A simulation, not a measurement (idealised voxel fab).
The following is a process module called voxel transistor to metal.
The cross-section on display is named cut; it measures 150 nm wide, and its cells are 5 nm squares.
Cross-section layout: square cells on a grid; listed as bands, top to bottom; a band spans one or more cell rows.
For a band, the entry starts with two heights in nm, that of the top and then that of the bottom, and carries on with the band's materials in order from left to right, each alongside its width in nm; the word "all across" beside a single material means it fills the band edge to edge, and "empty" means empty space.
Convention: height 0 is the level below which the wafer, as received, is all one material. The lowest band does not terminate at the bottom but continues downward, represented as "top 0, no bottom".
You'd read "30..40" like this: the band's top row of cells is as wide as the first number, its bottom row is as wide as the second, and going down, every row changes width by the same amount as the row before did.
It should be understood that the words "remained unchanged", when stated for a given step, signify that the cross-section underwent no change in any of its cells during that step.
Heads up: "Sealed void listing" only lists the empty pockets with no open path to the top that are 8 cells or more, and it writes them as width x height at distance, distance from the left edge, in nm.
Anything after a step's settings on that line? It's the simulator's own note about the step.
A step's line can hold "overlay nm"; with a mask on that step, the setting says how far right of the planned place the mask lay, while a negative setting says it lay to the left.

## The steps planned for the process are as follows
| 1 | RECEIVE,material Si |
| 2 | OXIDIZE,depth nm 5 |
| 3 | CONFORMAL_DEP,material SiN,thk nm 15 |
| 4 | PATTERN,tone cover,mask id ACTIVE,material resist,width nm 90,thk nm 20,overlay nm 0 |
| 5 | DIRECTIONAL_ETCH,etch materials SiN,depth nm 15 |
| 6 | DIRECTIONAL_ETCH,etch materials SiO2,depth nm 5 |
| 7 | DIRECTIONAL_ETCH,etch materials Si,depth nm 25 |
| 8 | STRIP,etch materials resist |
| 9 | FILL_DEP,material SiO2,thk nm 5 |
| 10 | CMP,height nm 15 |
| 11 | SELECTIVE_ETCH,etch materials SiO2,depth nm 15 |
| 12 | STRIP,etch materials SiN |
| 13 | SELECTIVE_ETCH,etch materials SiO2,depth nm 5 |
| 14 | OXIDIZE,depth nm 5 |
| 15 | DIRECTIONAL_DEP,material polySi,thk nm 25 |
| 16 | DIRECTIONAL_DEP,material SiCN,thk nm 15 |
| 17 | MASKED_ETCH,tone cover,mask id GATE,width nm 20,etch materials SiCN,depth nm 25,overlay nm 0 |
| 18 | MASKED_ETCH,tone cover,mask id GATE,width nm 20,etch materials polySi,depth nm 35,overlay nm 0 |
| 19 | CONFORMAL_DEP,material SiN,thk nm 10 |
| 20 | DIRECTIONAL_ETCH,etch materials SiN,depth nm 10 |
| 21 | DIRECTIONAL_ETCH,etch materials SiO2,depth nm 5 |
| 22 | DIRECTIONAL_ETCH,etch materials Si,depth nm 5 |
| 23 | EPI,material SiGe,thk nm 10 |
| 24 | FILL_DEP,material SiO2,thk nm 5 |
| 25 | CMP,height nm 35 |
| 26 | DIRECTIONAL_DEP,material SiO2,thk nm 15 |
| 27 | PATTERN,tone open,mask id CONTACT,material resist,width nm 15,pitch nm 65,thk nm 20,overlay nm 0 |
| 28 | DIRECTIONAL_ETCH,etch materials SiO2,depth nm 55 |
| 29 | STRIP,etch materials resist |
| 30 | CONFORMAL_DEP,material TiN,thk nm 5 |
| 31 | FILL_DEP,material W,thk nm 10 |
| 32 | CMP,height nm 50 |
| 33 | DIRECTIONAL_DEP,material TiN,thk nm 5 |
| 34 | DIRECTIONAL_DEP,material Ru,thk nm 25 |
| 35 | DIRECTIONAL_DEP,material aC,thk nm 10 |
| 36 | PATTERN,tone cover,mask id METAL_1,material resist,width nm 15,pitch nm 65,thk nm 25,overlay nm 0 |
| 37 | DIRECTIONAL_ETCH,etch materials aC,depth nm 10 |
| 38 | STRIP,etch materials resist |
| 39 | DIRECTIONAL_ETCH,etch materials Ru,depth nm 25 |
| 40 | DIRECTIONAL_ETCH,etch materials TiN,depth nm 5 |
| 41 | STRIP,etch materials aC |
| 42 | CONFORMAL_DEP,material SiN,thk nm 5 |
| 43 | FILL_DEP,material SiO2,thk nm 5 |
| 44 | CMP,height nm 80 |
| 45 | CONFORMAL_DEP,material SiCN,thk nm 5 |
| 46 | DIRECTIONAL_DEP,material SiO2,thk nm 35 |
| 47 | PATTERN,tone open,mask id METAL_2,material resist,width nm 15,pitch nm 65,thk nm 20,overlay nm 0 |
| 48 | DIRECTIONAL_ETCH,etch materials SiO2,depth nm 20 |
| 49 | STRIP,etch materials resist |
| 50 | PATTERN,tone open,mask id METAL_2_HOLES,material resist,width nm 15,pitch nm 65,thk nm 20,overlay nm 0 |
| 51 | DIRECTIONAL_ETCH,etch materials SiO2,depth nm 15 |
| 52 | DIRECTIONAL_ETCH,etch materials SiCN,depth nm 5 |
| 53 | STRIP,etch materials resist |
| 54 | CONFORMAL_DEP,material TiN,thk nm 5 |
| 55 | FILL_DEP,material Ru,thk nm 10 |
| 56 | CMP,height nm 120 |
| 57 | CONFORMAL_DEP,material SiN,thk nm 5 |

## Cross-section: wafer on arrival = after step 1
- top 0, no bottom  Si all across
- Sealed void listing: none

## One mistake in running the module, otherwise start and plan as above: cross-section at the end
- top 125, bottom 120  SiN all across
- top 120, bottom 85  35 of SiO2, then 5 of TiN, then 5 of Ru, then 5 of TiN, then 50 of SiO2, then 5 of TiN, then 5 of Ru, then 5 of TiN, then 35 of SiO2
- top 85, bottom 80  35 of SiCN, then 15 of TiN, then 50 of SiCN, then 15 of TiN, then 35 of SiCN
- top 80, bottom 55  30 of SiO2, then 5 of SiN, then 15 of Ru, then 5 of SiN, then 40 of SiO2, then 5 of SiN, then 15 of Ru, then 5 of SiN, then 30 of SiO2
- top 55, bottom 50  35 of SiN, then 15 of TiN, then 50 of SiN, then 15 of TiN, then 35 of SiN
- top 50, bottom 35  35 of SiO2, then 5 of TiN, then 5 of W, then 5 of TiN, then 50 of SiO2, then 5 of TiN, then 5 of W, then 5 of TiN, then 35 of SiO2
- top 35, bottom 20  35 of SiO2, then 5 of TiN, then 5 of W, then 5 of TiN, then 5 of SiO2, then 10 of SiN, then 20 of SiCN, then 10 of SiN, then 5 of SiO2, then 5 of TiN, then 5 of W, then 5 of TiN, then 35 of SiO2
- top 20, bottom 5  35 of SiO2, then 5 of TiN, then 5 of W, then 5 of TiN, then 5 of SiO2, then 10 of SiN, then 20 of polySi, then 10 of SiN, then 5 of SiO2, then 5 of TiN, then 5 of W, then 5 of TiN, then 35 of SiO2
- top 5, bottom 0  35 of SiO2, then 15 of TiN, then 5 of SiO2, then 10 of SiN, then 20 of polySi, then 10 of SiN, then 5 of SiO2, then 15 of TiN, then 35 of SiO2
- top 0, bottom -5  35 of SiO2, then 10 of TiN, then 10 of SiGe, then 10 of SiN, then 20 of polySi, then 10 of SiN, then 10 of SiGe, then 10 of TiN, then 35 of SiO2
- top -5, bottom -10  20 of SiO2, then 35 of SiGe, then 40 of SiO2, then 25 of SiGe, then 30 of SiO2
- top -10, bottom -15  25 of SiO2, then 30 of SiGe, then 40 of Si, then 20 of SiGe, then 35 of SiO2
- top -15, bottom -30  25 of SiO2, then 90 of Si, then 35 of SiO2
- top -30, no bottom  Si all across
- Sealed void listing: none
Deviation noted in wafer processing: step 4 went in with a setting other than planned; the actual run was PATTERN,tone cover,mask id ACTIVE,material resist,width nm 90,thk nm 20,overlay nm -5
